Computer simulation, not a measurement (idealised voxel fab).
Presented below is a process module, voxel tone inversion.
Pictured: cross-section cut, 260 nm wide, on a grid of 5 nm square cells.
Cross-section format: a grid of square cells, given as bands from top to bottom; each band is one or more rows of cells. The entry gives the band's vertical extent as a top height and a bottom height in nm, then its horizontal make-up as materials from left to right, each with a width in nm. "air" stands for empty space; a single material marked "everywhere" fills the band edge to edge. Zero point of the height axis is 0; under it, received wafer = one material. Lowest band: continues down indefinitely, "from 0 down". When a width is written as two numbers, as in "30..40", the first number is the width in the top row of cells of the band and the second is the width in its bottom row, and the width changes by the same amount from each row to the next. No cell of the cross-section changed in a step that is given as "remained unchanged". Closed empty spaces (no open way to the top) of 8 cells or more are what "Closed void inventory" lists, each as width x height at distance from the left edge, nm for all three. Formally, on a step line, whatever follows the settings is a remark that the simulator itself makes on the step. For masked steps, "overlay nm" on the step line gives how far right of plan the mask actually lay; a minus sign means it lay to the left.

PLAN
1: RECEIVE, material Si
2: CONFORMAL_DEP, material SiCN, thk nm 5
3: DIRECTIONAL_DEP, material aC, thk nm 25
4: PATTERN, tone cover, mask id POSTS, material resist, width nm 15, pitch nm 45, thk nm 30, overlay nm 0
5: DIRECTIONAL_ETCH, etch materials aC, depth nm 25
6: STRIP, etch materials resist
7: FILL_DEP, material SiO2, thk nm 10
8: CMP, height nm 30
9: STRIP, etch materials aC
10: CONFORMAL_DEP, material TiN, thk nm 5
11: FILL_DEP, material Ru, thk nm 10
12: CMP, height nm 30
13: CONFORMAL_DEP, material SiCN, thk nm 5

FIRST WAFER, AS PLANNED

SHOWN IN CROSS-SECTION IS THE WAFER AS RECEIVED, THAT IS, AS IT STANDS AFTER STEP 1
  from 0 down = Si everywhere
  Closed void inventory: none

THE FOLLOWING CROSS-SECTION DEPICTS THE WAFER UPON COMPLETION OF STEP 2
  from 5 to 0 = SiCN everywhere
  Nothing below the height 0 has changed.

THE FOLLOWING CROSS-SECTION DEPICTS THE WAFER UPON COMPLETION OF STEP 3
  from 30 to 5 = aC everywhere
  Nothing below the height 5 has changed.

THE FOLLOWING CROSS-SECTION DEPICTS THE WAFER UPON COMPLETION OF STEP 4
  from 60 to 30 = 75 of air / 15 of resist / 30 of air / 15 of resist / 30 of air / 15 of resist / 80 of air
  Nothing below the height 30 has changed.

THE FOLLOWING CROSS-SECTION DEPICTS THE WAFER UPON COMPLETION OF STEP 5
  from 35 to 30 = 75 of air / 15 of resist / 30 of air / 15 of resist / 30 of air / 15 of resist / 80 of air
  from 30 to 5 = 75 of air / 15 of aC / 30 of air / 15 of aC / 30 of air / 15 of aC / 80 of air
  Nothing below the height 5 has changed.

THE FOLLOWING CROSS-SECTION DEPICTS THE WAFER UPON COMPLETION OF STEP 6
  from 30 to 5 = 75 of air / 15 of aC / 30 of air / 15 of aC / 30 of air / 15 of aC / 80 of air
  Nothing below the height 5 has changed.

THE FOLLOWING CROSS-SECTION DEPICTS THE WAFER UPON COMPLETION OF STEP 7
  from 40 to 30 = SiO2 everywhere
  from 30 to 5 = 75 of SiO2 / 15 of aC / 30 of SiO2 / 15 of aC / 30 of SiO2 / 15 of aC / 80 of SiO2
  Nothing below the height 5 has changed.

THE FOLLOWING CROSS-SECTION DEPICTS THE WAFER UPON COMPLETION OF STEP 8
  from 30 to 5 = 75 of SiO2 / 15 of aC / 30 of SiO2 / 15 of aC / 30 of SiO2 / 15 of aC / 80 of SiO2
  Nothing below the height 5 has changed.

THE FOLLOWING CROSS-SECTION DEPICTS THE WAFER UPON COMPLETION OF STEP 9
  from 30 to 5 = 75 of SiO2 / 15 of air / 30 of SiO2 / 15 of air / 30 of SiO2 / 15 of air / 80 of SiO2
  Nothing below the height 5 has changed.

THE FOLLOWING CROSS-SECTION DEPICTS THE WAFER UPON COMPLETION OF STEP 10
  from 35 to 30 = 80 of TiN / 5 of air / 40 of TiN / 5 of air / 40 of TiN / 5 of air / 85 of TiN
  from 30 to 10 = 75 of SiO2 / 5 of TiN / 5 of air / 5 of TiN / 30 of SiO2 / 5 of TiN / 5 of air / 5 of TiN / 30 of SiO2 / 5 of TiN / 5 of air / 5 of TiN / 80 of SiO2
  from 10 to 5 = 75 of SiO2 / 15 of TiN / 30 of SiO2 / 15 of TiN / 30 of SiO2 / 15 of TiN / 80 of SiO2
  Nothing below the height 5 has changed.

THE FOLLOWING CROSS-SECTION DEPICTS THE WAFER UPON COMPLETION OF STEP 11
  from 45 to 35 = Ru everywhere
  from 35 to 30 = 80 of TiN / 5 of Ru / 40 of TiN / 5 of Ru / 40 of TiN / 5 of Ru / 85 of TiN
  from 30 to 10 = 75 of SiO2 / 5 of TiN / 5 of Ru / 5 of TiN / 30 of SiO2 / 5 of TiN / 5 of Ru / 5 of TiN / 30 of SiO2 / 5 of TiN / 5 of Ru / 5 of TiN / 80 of SiO2
  Nothing below the height 10 has changed.

THE FOLLOWING CROSS-SECTION DEPICTS THE WAFER UPON COMPLETION OF STEP 12
  from 30 to 10 = 75 of SiO2 / 5 of TiN / 5 of Ru / 5 of TiN / 30 of SiO2 / 5 of TiN / 5 of Ru / 5 of TiN / 30 of SiO2 / 5 of TiN / 5 of Ru / 5 of TiN / 80 of SiO2
  Nothing below the height 10 has changed.

THE FOLLOWING CROSS-SECTION DEPICTS THE WAFER UPON COMPLETION OF STEP 13
  from 35 to 30 = SiCN everywhere
  Nothing below the height 30 has changed.

WAFER TWO. SAME START, SAME PLAN, ONE SLIP IN EXECUTION. SAME AS WAFER ONE THROUGH STEP 3, INCLUSIVE

PLANNED END OF STEP 4: SECOND WAFER, CROSS-SECTION
  from 60 to 30 = 75 of air / 20 of resist / 25 of air / 20 of resist / 25 of air / 20 of resist / 75 of air
  Nothing below the height 30 has changed.

PLANNED END OF STEP 5: SECOND WAFER, CROSS-SECTION
  from 35 to 30 = 75 of air / 20 of resist / 25 of air / 20 of resist / 25 of air / 20 of resist / 75 of air
  from 30 to 5 = 75 of air / 20 of aC / 25 of air / 20 of aC / 25 of air / 20 of aC / 75 of air
  Nothing below the height 5 has changed.

PLANNED END OF STEP 6: SECOND WAFER, CROSS-SECTION
  from 30 to 5 = 75 of air / 20 of aC / 25 of air / 20 of aC / 25 of air / 20 of aC / 75 of air
  Nothing below the height 5 has changed.

PLANNED END OF STEP 7: SECOND WAFER, CROSS-SECTION
  from 40 to 30 = SiO2 everywhere
  from 30 to 5 = 75 of SiO2 / 20 of aC / 25 of SiO2 / 20 of aC / 25 of SiO2 / 20 of aC / 75 of SiO2
  Nothing below the height 5 has changed.

PLANNED END OF STEP 8: SECOND WAFER, CROSS-SECTION
  from 30 to 5 = 75 of SiO2 / 20 of aC / 25 of SiO2 / 20 of aC / 25 of SiO2 / 20 of aC / 75 of SiO2
  Nothing below the height 5 has changed.

PLANNED END OF STEP 9: SECOND WAFER, CROSS-SECTION
  from 30 to 5 = 75 of SiO2 / 20 of air / 25 of SiO2 / 20 of air / 25 of SiO2 / 20 of air / 75 of SiO2
  Nothing below the height 5 has changed.

PLANNED END OF STEP 10: SECOND WAFER, CROSS-SECTION
  from 35 to 30 = 80 of TiN / 10 of air / 35 of TiN / 10 of air / 35 of TiN / 10 of air / 80 of TiN
  from 30 to 10 = 75 of SiO2 / 5 of TiN / 10 of air / 5 of TiN / 25 of SiO2 / 5 of TiN / 10 of air / 5 of TiN / 25 of SiO2 / 5 of TiN / 10 of air / 5 of TiN / 75 of SiO2
  from 10 to 5 = 75 of SiO2 / 20 of TiN / 25 of SiO2 / 20 of TiN / 25 of SiO2 / 20 of TiN / 75 of SiO2
  Nothing below the height 5 has changed.

PLANNED END OF STEP 11: SECOND WAFER, CROSS-SECTION
  from 45 to 35 = Ru everywhere
  from 35 to 30 = 80 of TiN / 10 of Ru / 35 of TiN / 10 of Ru / 35 of TiN / 10 of Ru / 80 of TiN
  from 30 to 10 = 75 of SiO2 / 5 of TiN / 10 of Ru / 5 of TiN / 25 of SiO2 / 5 of TiN / 10 of Ru / 5 of TiN / 25 of SiO2 / 5 of TiN / 10 of Ru / 5 of TiN / 75 of SiO2
  Nothing below the height 10 has changed.

PLANNED END OF STEP 12: SECOND WAFER, CROSS-SECTION
  from 30 to 10 = 75 of SiO2 / 5 of TiN / 10 of Ru / 5 of TiN / 25 of SiO2 / 5 of TiN / 10 of Ru / 5 of TiN / 25 of SiO2 / 5 of TiN / 10 of Ru / 5 of TiN / 75 of SiO2
  Nothing below the height 10 has changed.

PLANNED END OF STEP 13: SECOND WAFER, CROSS-SECTION
  from 35 to 30 = SiCN everywhere
  Nothing below the height 30 has changed.
The plan and the run diverged here: note that step 4 departed from the planned setting and was carried out as PATTERN, tone cover, mask id POSTS, material resist, width nm 20, pitch nm 45, thk nm 30, overlay nm 0
Final wafer comparison in cells, second versus first, more or fewer per material: Ru: 12 more | SiO2: 15 fewer | TiN: 3 more
